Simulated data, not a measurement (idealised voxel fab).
process module | voxel gate over fins
cross-section cut | 220 nm wide | cells 5 nm
A cross-section is a grid of square cells, given in bands from the top down. A band is one or more rows of cells.
Each band's line starts with the height of the band's top and of its bottom, in nm. Then come its materials from left to right, each with its width in nm. One material with "throughout" fills the band from edge to edge. "air" is empty space.
Height 0 is the level under which the wafer as received is all one material. The lowest band goes on downwards, as in "0 down".
A width such as "30 to 40" changes by the same amount from each row of cells to the next, from the band's top row to its bottom row.
"no change" after a step means that no cell of the cross-section changed.
closed voids: empty space of 8 cells or more with no open way to the top, each as width x height at its distance from the left edge, in nm
after a step's settings: what the simulator itself notes on the step
overlay nm, on a step with a mask: how far to the right of its planned place the mask lay; to the left if negative
plan
1 op RECEIVE | material Si
2 op CONFORMAL_DEP | material SiN | thk nm 10
3 op PATTERN | tone cover | mask id FINS | material resist | width nm 15 | pitch nm 50 | thk nm 20 | overlay nm 0
4 op DIRECTIONAL_ETCH | etch materials SiN | depth nm 10
5 op DIRECTIONAL_ETCH | etch materials Si | depth nm 40
6 op STRIP | etch materials resist
7 op OXIDIZE | depth nm 5
8 op FILL_DEP | material SiO2 | thk nm 5
9 op CMP | height nm 10
10 op DIRECTIONAL_DEP | material aC | thk nm 10
11 op PATTERN | tone open | mask id RAIL | material resist | width nm 15 | thk nm 25 | overlay nm 0
12 op DIRECTIONAL_ETCH | etch materials aC | depth nm 10
13 op STRIP | etch materials resist
14 op DIRECTIONAL_ETCH | etch materials SiO2 | depth nm 45
15 op STRIP | etch materials aC
16 op CONFORMAL_DEP | material TiN | thk nm 5
17 op FILL_DEP | material W | thk nm 10
18 op CMP | height nm 10
19 op SELECTIVE_ETCH | etch materials W Ru TiN | depth nm 30
20 op FILL_DEP | material SiO2 | thk nm 5
21 op CMP | height nm 10
22 op SELECTIVE_ETCH | etch materials SiO2 | depth nm 20
23 op STRIP | etch materials SiN
24 op CONFORMAL_DEP | material HfO2 | thk nm 5
25 op CONFORMAL_DEP | material TiN | thk nm 5
26 op FILL_DEP | material W | thk nm 15
27 op CMP | height nm 20
28 op CONFORMAL_DEP | material SiCN | thk nm 5
as received, after step 1
  0 down: Si throughout
  closed voids: none
a wafer at the end: this start, this plan, one mistake
  25 to 20: SiCN throughout
  20 to 10: W throughout
  10 to 5: W 20 | TiN 25 | W 25 | TiN 25 | W 25 | TiN 25 | W 25 | TiN 25 | W 25
  5 to 0: W 20 | TiN 5 | HfO2 15 | TiN 5 | W 25 | TiN 5 | HfO2 15 | TiN 5 | W 25 | TiN 5 | HfO2 15 | TiN 5 | W 25 | TiN 5 | HfO2 15 | TiN 5 | W 25
  0 to -5: TiN 25 | HfO2 5 | Si 5 | HfO2 5 | TiN 35 | HfO2 5 | Si 5 | HfO2 5 | TiN 35 | HfO2 5 | Si 5 | HfO2 5 | TiN 35 | HfO2 5 | Si 5 | HfO2 5 | TiN 30
  -5 to -10: HfO2 30 | Si 5 | HfO2 45 | Si 5 | HfO2 45 | Si 5 | HfO2 45 | Si 5 | HfO2 35
  -10 to -20: SiO2 30 | Si 5 | SiO2 45 | Si 5 | SiO2 45 | Si 5 | SiO2 45 | Si 5 | SiO2 35
  -20 to -25: SiO2 30 | Si 5 | SiO2 15 | TiN 15 | SiO2 15 | Si 5 | SiO2 45 | Si 5 | SiO2 45 | Si 5 | SiO2 35
  -25 to -45: SiO2 30 | Si 5 | SiO2 45 | Si 5 | SiO2 45 | Si 5 | SiO2 45 | Si 5 | SiO2 35
  -45 down: Si throughout
  closed voids: none
what went wrong: step 14 ran as: op DIRECTIONAL_ETCH | etch materials SiO2 | depth nm 35
